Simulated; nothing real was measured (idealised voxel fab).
process module | voxel double patterning
cross-section cut | 215 nm wide | cells 5 nm
A cross-section is a grid of square cells, given in bands from the top down. A band is one or more rows of cells.
Each band's line starts with the height of the band's top and of its bottom, in nm. Then come its materials from left to right, each with its width in nm. One material with "throughout" fills the band from edge to edge. "air" is empty space.
Height 0 is the level under which the wafer as received is all one material. The lowest band goes on downwards, as in "0 down".
A width such as "30 to 40" changes by the same amount from each row of cells to the next, from the band's top row to its bottom row.
"no change" after a step means that no cell of the cross-section changed.
closed voids: empty space of 8 cells or more with no open way to the top, each as width x height at its distance from the left edge, in nm
after a step's settings: what the simulator itself notes on the step
overlay nm, on a step with a mask: how far to the right of its planned place the mask lay; to the left if negative
plan
1 op RECEIVE | material Si
2 op CONFORMAL_DEP | material SiO2 | thk nm 5
3 op DIRECTIONAL_DEP | material W | thk nm 20
4 op DIRECTIONAL_DEP | material SiCN | thk nm 5
5 op DIRECTIONAL_DEP | material aC | thk nm 10
6 op PATTERN | tone open | mask id FIRST | material resist | width nm 15 | pitch nm 50 | thk nm 25 | overlay nm 0
7 op DIRECTIONAL_ETCH | etch materials aC | depth nm 10
8 op STRIP | etch materials resist
9 op DIRECTIONAL_ETCH | etch materials SiCN | depth nm 5
10 op STRIP | etch materials aC
11 op MASKED_ETCH | tone open | mask id SECOND | width nm 15 | pitch nm 50 | etch materials SiCN | depth nm 5 | overlay nm 0
12 op DIRECTIONAL_ETCH | etch materials W | depth nm 20
13 op STRIP | etch materials SiCN
first wafer, as planned
as received, after step 1
  0 down: Si throughout
  closed voids: none
after step 2
  5 to 0: SiO2 throughout
  below 0: unchanged
after step 3
  25 to 5: W throughout
  below 5: unchanged
after step 4
  30 to 25: SiCN throughout
  below 25: unchanged
after step 5
  40 to 30: aC throughout
  below 30: unchanged
after step 6
  65 to 40: resist 50 | air 15 | resist 35 | air 15 | resist 35 | air 15 | resist 50
  below 40: unchanged
after step 7
  55 to 40: resist 50 | air 15 | resist 35 | air 15 | resist 35 | air 15 | resist 50
  40 to 30: aC 50 | air 15 | aC 35 | air 15 | aC 35 | air 15 | aC 50
  below 30: unchanged
after step 8
  40 to 30: aC 50 | air 15 | aC 35 | air 15 | aC 35 | air 15 | aC 50
  below 30: unchanged
after step 9
  40 to 30: aC 50 | air 15 | aC 35 | air 15 | aC 35 | air 15 | aC 50
  30 to 25: SiCN 50 | air 15 | SiCN 35 | air 15 | SiCN 35 | air 15 | SiCN 50
  below 25: unchanged
after step 10
  30 to 25: SiCN 50 | air 15 | SiCN 35 | air 15 | SiCN 35 | air 15 | SiCN 50
  below 25: unchanged
after step 11
  30 to 25: SiCN 50 | air 15 | SiCN 10 | air 15 | SiCN 10 | air 15 | SiCN 10 | air 15 | SiCN 10 | air 15 | SiCN 50
  below 25: unchanged
after step 12
  30 to 25: SiCN 50 | air 15 | SiCN 10 | air 15 | SiCN 10 | air 15 | SiCN 10 | air 15 | SiCN 10 | air 15 | SiCN 50
  25 to 5: W 50 | air 15 | W 10 | air 15 | W 10 | air 15 | W 10 | air 15 | W 10 | air 15 | W 50
  below 5: unchanged
after step 13
  25 to 5: W 50 | air 15 | W 10 | air 15 | W 10 | air 15 | W 10 | air 15 | W 10 | air 15 | W 50
  below 5: unchanged
second wafer: like start, like plan, one mistake. Through step 5 it matches the first wafer
when step 6 should have ended
  65 to 40: resist 55 | air 15 | resist 35 | air 15 | resist 35 | air 15 | resist 45
  below 40: unchanged
when step 7 should have ended
  55 to 40: resist 55 | air 15 | resist 35 | air 15 | resist 35 | air 15 | resist 45
  40 to 30: aC 55 | air 15 | aC 35 | air 15 | aC 35 | air 15 | aC 45
  below 30: unchanged
when step 8 should have ended
  40 to 30: aC 55 | air 15 | aC 35 | air 15 | aC 35 | air 15 | aC 45
  below 30: unchanged
when step 9 should have ended
  40 to 30: aC 55 | air 15 | aC 35 | air 15 | aC 35 | air 15 | aC 45
  30 to 25: SiCN 55 | air 15 | SiCN 35 | air 15 | SiCN 35 | air 15 | SiCN 45
  below 25: unchanged
when step 10 should have ended
  30 to 25: SiCN 55 | air 15 | SiCN 35 | air 15 | SiCN 35 | air 15 | SiCN 45
  below 25: unchanged
when step 11 should have ended
  30 to 25: SiCN 55 | air 15 | SiCN 5 | air 15 | SiCN 15 | air 15 | SiCN 5 | air 15 | SiCN 15 | air 15 | SiCN 45
  below 25: unchanged
when step 12 should have ended
  30 to 25: SiCN 55 | air 15 | SiCN 5 | air 15 | SiCN 15 | air 15 | SiCN 5 | air 15 | SiCN 15 | air 15 | SiCN 45
  25 to 5: W 55 | air 15 | W 5 | air 15 | W 15 | air 15 | W 5 | air 15 | W 15 | air 15 | W 45
  below 5: unchanged
when step 13 should have ended
  25 to 5: W 55 | air 15 | W 5 | air 15 | W 15 | air 15 | W 5 | air 15 | W 15 | air 15 | W 45
  below 5: unchanged
what went wrong: step 6 ran as: op PATTERN | tone open | mask id FIRST | material resist | width nm 15 | pitch nm 50 | thk nm 25 | overlay nm 5
at the end the second wafer has, in cells: as many of each material as the first, in other places
